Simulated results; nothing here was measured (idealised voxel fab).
The document below concerns the process module designated voxel transistor to metal.
Pictured: cross-section cut, 150 nm wide, on a grid of 5 nm square cells.
How to read a cross-section here: the picture is a grid of square cells, written as bands going from the top down, and any band can span one or more rows of cells.
A band entry consists of two parts. The first gives the height of the band's top and the height of its bottom, in nm. The rest lists the band's materials from left to right, each with its width in nm. A single material labelled with the word "edge to edge" fills the band from edge to edge, and the word "air" marks empty space.
A quick word on heights: they are counted from 0, and under that level the wafer as it came to us is one material throughout. The lowest band is different from the rest in having no bottom; it simply continues downward, written as in "from 0 down".
So if you see something like "30 to 40" for the width, read it as the top row of the band sitting at the first number and the bottom row at the second, with every row in between moving by the same amount as the last.
Take "no change occurred" at face value: in the step it is given for, the cross-section changed in none of its cells.
Under "Closed-off voids" you'll find the enclosed gaps, the ones with no way out to the top, that are 8 cells or bigger; each reads width x height at distance, with distance counted from the left edge, everything in nm.
Heads up: the bit after the settings on a step's line is the simulator's remark on that step.
The line of a step may include "overlay nm". On a step with a mask, this value is how far to the right of its planned place the mask lay. A negative value means the mask lay to the left.
Steps planned for the process:
| 1 | RECEIVE [material Si] |
| 2 | OXIDIZE [depth nm 5] |
| 3 | CONFORMAL_DEP [material SiN] [thk nm 15] |
| 4 | DIRECTIONAL_DEP [material aC] [thk nm 15] |
| 5 | PATTERN [tone cover] [mask id ACTIVE] [material resist] [width nm 110] [thk nm 30] [overlay nm 0] |
| 6 | DIRECTIONAL_ETCH [etch materials aC] [depth nm 15] |
| 7 | STRIP [etch materials resist] |
| 8 | DIRECTIONAL_ETCH [etch materials SiN] [depth nm 15] |
| 9 | DIRECTIONAL_ETCH [etch materials SiO2] [depth nm 5] |
| 10 | DIRECTIONAL_ETCH [etch materials Si] [depth nm 20] |
| 11 | STRIP [etch materials aC] |
| 12 | OXIDIZE [depth nm 5] |
| 13 | FILL_DEP [material SiO2] [thk nm 10] |
| 14 | CMP [height nm 15] |
| 15 | SELECTIVE_ETCH [etch materials SiO2] [depth nm 5] |
| 16 | STRIP [etch materials SiN] |
| 17 | SELECTIVE_ETCH [etch materials SiO2] [depth nm 5] |
| 18 | OXIDIZE [depth nm 5] |
| 19 | DIRECTIONAL_DEP [material polySi] [thk nm 20] |
| 20 | DIRECTIONAL_DEP [material SiCN] [thk nm 10] |
| 21 | DIRECTIONAL_DEP [material aC] [thk nm 15] |
| 22 | PATTERN [tone cover] [mask id GATE] [material resist] [width nm 30] [thk nm 35] [overlay nm 0] |
| 23 | DIRECTIONAL_ETCH [etch materials aC] [depth nm 15] |
| 24 | STRIP [etch materials resist] |
| 25 | DIRECTIONAL_ETCH [etch materials SiCN] [depth nm 20] |
| 26 | DIRECTIONAL_ETCH [etch materials polySi] [depth nm 30] |
| 27 | STRIP [etch materials aC] |
| 28 | CONFORMAL_DEP [material SiO2] [thk nm 5] |
| 29 | DIRECTIONAL_ETCH [etch materials SiO2] [depth nm 5] |
| 30 | CONFORMAL_DEP [material SiN] [thk nm 5] |
| 31 | DIRECTIONAL_ETCH [etch materials SiN] [depth nm 5] |
| 32 | DIRECTIONAL_ETCH [etch materials SiO2] [depth nm 5] |
| 33 | DIRECTIONAL_ETCH [etch materials Si] [depth nm 15] |
| 34 | EPI [material SiGe] [thk nm 15] |
| 35 | FILL_DEP [material SiO2] [thk nm 5] |
| 36 | CMP [height nm 15] |
| 37 | STRIP [etch materials polySi] |
| 38 | SELECTIVE_ETCH [etch materials SiO2] [depth nm 5] |
| 39 | CONFORMAL_DEP [material HfO2] [thk nm 5] |
| 40 | CONFORMAL_DEP [material TiN] [thk nm 5] |
| 41 | FILL_DEP [material W] [thk nm 5] |
| 42 | CMP [height nm 10] |
| 43 | DIRECTIONAL_DEP [material SiO2] [thk nm 15] |
| 44 | PATTERN [tone open] [mask id CONTACT] [material resist] [width nm 15] [pitch nm 85] [thk nm 20] [overlay nm 0] |
| 45 | DIRECTIONAL_ETCH [etch materials SiO2] [depth nm 35] |
| 46 | STRIP [etch materials resist] |
| 47 | CONFORMAL_DEP [material TiN] [thk nm 5] |
| 48 | FILL_DEP [material W] [thk nm 10] |
| 49 | CMP [height nm 25] |
| 50 | CONFORMAL_DEP [material SiN] [thk nm 5] |
| 51 | DIRECTIONAL_DEP [material SiO2] [thk nm 25] |
| 52 | PATTERN [tone open] [mask id METAL_1] [material resist] [width nm 15] [pitch nm 85] [thk nm 15] [overlay nm 0] |
| 53 | DIRECTIONAL_ETCH [etch materials SiO2] [depth nm 25] |
| 54 | DIRECTIONAL_ETCH [etch materials SiN] [depth nm 5] |
| 55 | STRIP [etch materials resist] |
| 56 | CONFORMAL_DEP [material TiN] [thk nm 5] |
| 57 | FILL_DEP [material Cu] [thk nm 10] |
| 58 | CMP [height nm 55] |
| 59 | EPI [material Ru] [thk nm 5] |
| 60 | FILL_DEP [material SiCN] [thk nm 5] |
| 61 | DIRECTIONAL_DEP [material lowk] [thk nm 35] |
| 62 | DIRECTIONAL_DEP [material aC] [thk nm 10] |
| 63 | PATTERN [tone open] [mask id METAL_2] [material resist] [width nm 15] [pitch nm 85] [thk nm 25] [overlay nm 0] |
| 64 | DIRECTIONAL_ETCH [etch materials aC] [depth nm 10] |
| 65 | STRIP [etch materials resist] |
| 66 | DIRECTIONAL_ETCH [etch materials lowk] [depth nm 20] |
| 67 | STRIP [etch materials aC] |
| 68 | DIRECTIONAL_DEP [material aC] [thk nm 15] |
| 69 | PATTERN [tone open] [mask id METAL_2_HOLES] [material resist] [width nm 15] [pitch nm 85] [thk nm 35] [overlay nm 0] |
| 70 | DIRECTIONAL_ETCH [etch materials aC] [depth nm 15] |
| 71 | STRIP [etch materials resist] |
| 72 | DIRECTIONAL_ETCH [etch materials lowk] [depth nm 15] |
| 73 | DIRECTIONAL_ETCH [etch materials SiCN] [depth nm 5] |
| 74 | STRIP [etch materials aC] |
| 75 | CONFORMAL_DEP [material TiN] [thk nm 5] |
| 76 | FILL_DEP [material Cu] [thk nm 5] |
| 77 | CMP [height nm 100] |
| 78 | CONFORMAL_DEP [material SiCN] [thk nm 5] |
Cross-section of the wafer as it came to us, i.e., already through step 1:
from 0 down | Si edge to edge
Closed-off voids: none
a wafer at the end: this start, this plan, one mistake:
from 105 to 100 | SiCN edge to edge
from 100 to 65 | lowk 25 | TiN 5 | Cu 5 | TiN 5 | lowk 70 | TiN 5 | Cu 5 | TiN 5 | lowk 25
from 65 to 60 | SiCN 25 | TiN 15 | SiCN 70 | TiN 15 | SiCN 25
from 60 to 55 | SiCN 20 | Ru 25 | SiCN 60 | Ru 25 | SiCN 20
from 55 to 30 | SiO2 25 | TiN 5 | Cu 5 | TiN 5 | SiO2 70 | TiN 5 | Cu 5 | TiN 5 | SiO2 25
from 30 to 25 | SiN 25 | TiN 15 | SiN 70 | TiN 15 | SiN 25
from 25 to 15 | SiO2 25 | TiN 5 | W 5 | TiN 5 | SiO2 70 | TiN 5 | W 5 | TiN 5 | SiO2 25
from 15 to 10 | SiO2 25 | TiN 15 | SiO2 70 | TiN 15 | SiO2 25
from 10 to 5 | TiN 20 | W 35 | TiN 5 | HfO2 5 | SiN 5 | SiO2 10 | SiN 5 | HfO2 5 | TiN 5 | W 35 | TiN 20
from 5 to 0 | HfO2 15 | TiN 5 | W 35 | TiN 5 | HfO2 5 | SiN 5 | SiGe 10 | SiN 5 | HfO2 5 | TiN 5 | W 35 | TiN 5 | HfO2 15
from 0 to -5 | SiO2 10 | HfO2 5 | TiN 45 | HfO2 5 | SiN 5 | SiGe 10 | SiN 5 | HfO2 5 | TiN 45 | HfO2 5 | SiO2 10
from -5 to -10 | SiO2 10 | HfO2 55 | SiO2 5 | SiGe 10 | SiO2 5 | HfO2 55 | SiO2 10
from -10 to -25 | SiO2 25 | Si 45 | SiGe 10 | Si 45 | SiO2 25
from -25 to -30 | SiO2 25 | Si 100 | SiO2 25
from -30 down | Si edge to edge
Closed-off voids: none
The plan and the run diverged here: heads up, step 22 didn't go per plan, it actually ran as PATTERN [tone open] [mask id GATE] [material resist] [width nm 30] [thk nm 35] [overlay nm 0]
